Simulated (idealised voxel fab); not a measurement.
Proc. module: voxel fin reveal
For reference, the cross-section in this document is cut, with width 170 nm and square cells of 5 nm.
Cross-section, as written here: a square-cell grid given band by band from the top down, where a band holds one or more rows of cells. Heights first: top, then bottom, in nm. Then materials, left to right, each with a width in nm. "all across" on a single material: fills the band edge to edge. "air": empty space. It should be noted that heights are counted from 0, beneath which the wafer as supplied is of one material throughout, and that the lowest band possesses no lower boundary but continues downward, as written in "z 0 and below". Top row gets the first number, bottom row gets the second, and each row in between changes by the same step: that is how a band width like "30 to 40" works. No cell of the cross-section changed in a step that is given as "identical to before". "Sealed internal cavities" means: voids of 8 cells or more that are shut off from the top with no open way through. Written width x height at distance, distance from the left edge, in nm. On each step's line, the part that comes after the settings is the simulator's own comment on the step. You can add "overlay nm" to a step's line. For a step with a mask, it describes how far the mask lay to the right of its planned position, and a negative number describes a lay to the left.

So here's the lineup of process steps we planned:
step 1: RECEIVE,material Si
step 2: CONFORMAL_DEP,material SiN,thk nm 5
step 3: PATTERN,tone cover,mask id FINS,material resist,width nm 15,pitch nm 40,thk nm 20,overlay nm 0
step 4: DIRECTIONAL_ETCH,etch materials SiN,depth nm 5
step 5: DIRECTIONAL_ETCH,etch materials Si,depth nm 35
step 6: STRIP,etch materials resist
step 7: FILL_DEP,material SiO2,thk nm 15
step 8: CMP,height nm 5
step 9: SELECTIVE_ETCH,etch materials SiO2,depth nm 20
step 10: STRIP,etch materials SiN

Run as planned: first of two wafers:

Cross-section, incoming material, after step 1:
z 0 and below  Si all across
Sealed internal cavities: none

After step 2: wafer cross-section:
z 5 to 0  SiN all across
Under 0: no change, same as before.

After step 3: wafer cross-section:
z 25 to 5  55 of air  15 of resist  25 of air  15 of resist  60 of air
Under 5: no change, same as before.

After step 4: wafer cross-section:
z 25 to 5  55 of air  15 of resist  25 of air  15 of resist  60 of air
z 5 to 0  55 of air  15 of SiN  25 of air  15 of SiN  60 of air
Under 0: no change, same as before.

After step 5: wafer cross-section:
z 25 to 5  55 of air  15 of resist  25 of air  15 of resist  60 of air
z 5 to 0  55 of air  15 of SiN  25 of air  15 of SiN  60 of air
z 0 to -35  55 of air  15 of Si  25 of air  15 of Si  60 of air
Under -35: no change, same as before.

After step 6: wafer cross-section:
z 5 to 0  55 of air  15 of SiN  25 of air  15 of SiN  60 of air
Under 0: no change, same as before.

After step 7: wafer cross-section:
z 20 to 5  SiO2 all across
z 5 to 0  55 of SiO2  15 of SiN  25 of SiO2  15 of SiN  60 of SiO2
z 0 to -35  55 of SiO2  15 of Si  25 of SiO2  15 of Si  60 of SiO2
Under -35: no change, same as before.

After step 8: wafer cross-section:
z 5 to 0  55 of SiO2  15 of SiN  25 of SiO2  15 of SiN  60 of SiO2
Under 0: no change, same as before.

After step 9: wafer cross-section:
z 5 to 0  55 of air  15 of SiN  25 of air  15 of SiN  60 of air
z 0 to -15  55 of air  15 of Si  25 of air  15 of Si  60 of air
Under -15: no change, same as before.

After step 10: wafer cross-section:
z 0 to -15  55 of air  15 of Si  25 of air  15 of Si  60 of air
Under -15: no change, same as before.

Notes, second wafer: start = first wafer's, plan = first wafer's, execution had one mistake; history identical to first through step 9:

Cross-section of the second wafer at the time by which step 10 should have been completed according to the plan: identical to before
Deviation noted in wafer processing: step 10 of the plan was excluded from execution and never run
Looking at both finished wafers in cells, the second ends up ahead of or behind the first on some materials: SiN: 6 more
